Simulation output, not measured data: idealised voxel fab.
Title: Process Module voxel plated lines
For reference, the cross-section in this document is cut, with width 285 nm and square cells of 5 nm.
This document writes a cross-section as a grid whose cells are square, and gives it as bands, listed from the top down; one or more rows of cells form a band.
A band entry consists of two parts. The first gives the height of the band's top and the height of its bottom, in nm. The rest lists the band's materials from left to right, each with its width in nm. A single material labelled with the word "edge to edge" fills the band from edge to edge, and the word "blank" marks empty space.
Heads up on the height convention: 0 is the point under which the incoming wafer is all one material, and the lowest band has no bottom, it just keeps going down, like "0 and below".
Think of "30..40" as a width that walks from the first number to the second as you go down the band, top row to bottom row, taking equal-sized steps from row to row.
Key: "everything unchanged" - step with no changed cell in the cross-section.
Under "Tabulated closed voids" you'll find the enclosed gaps, the ones with no way out to the top, that are 8 cells or bigger; each reads width x height at distance, with distance counted from the left edge, everything in nm.
That trailing text on a step's line, after the settings, is the simulator's own remark on the step.
When a step includes a mask, the "overlay nm" setting on its line states how far to the right of its planned place that mask lay, and negative values state how far to the left.

[This section lists the process steps that were planned]
1 RECEIVE, material Si
2 CONFORMAL_DEP, material Al2O3, thk nm 5
3 DIRECTIONAL_DEP, material TiN, thk nm 5
4 PATTERN, tone open, mask id LINES, material resist, width nm 25, pitch nm 55, thk nm 25, overlay nm 0
5 EPI, material Ru, thk nm 10
6 EPI, material Ru, thk nm 10
7 STRIP, etch materials resist
8 DIRECTIONAL_ETCH, etch materials TiN, depth nm 5
9 CONFORMAL_DEP, material SiCN, thk nm 10

[The cross-section here shows the wafer as received, i.e. in its state after step 1]
* 0 and below = Si edge to edge
* Tabulated closed voids: none

[Look at the cross-section after the module: the wafer started out the way shown above and the plan was the one shown above, yet one mistake was made along the way]
* 40 down to 30 = 100 of blank, then 45 of SiCN, then 10 of blank, then 45 of SiCN, then 85 of blank
* 30 down to 15 = 100 of blank, then 10 of SiCN, then 25 of Ru, then 10 of SiCN, then 10 of blank, then 10 of SiCN, then 25 of Ru, then 10 of SiCN, then 85 of blank
* 15 down to 10 = 110 of SiCN, then 25 of Ru, then 30 of SiCN, then 25 of Ru, then 95 of SiCN
* 10 down to 5 = 110 of SiCN, then 25 of TiN, then 30 of SiCN, then 25 of TiN, then 95 of SiCN
* 5 down to 0 = Al2O3 edge to edge
* 0 and below = Si edge to edge
* Tabulated closed voids: none
Want to know what went wrong? the process deviated at step 4: the operation and settings actually run there were PATTERN, tone open, mask id LINES, material resist, width nm 25, pitch nm 55, thk nm 25, overlay nm 10
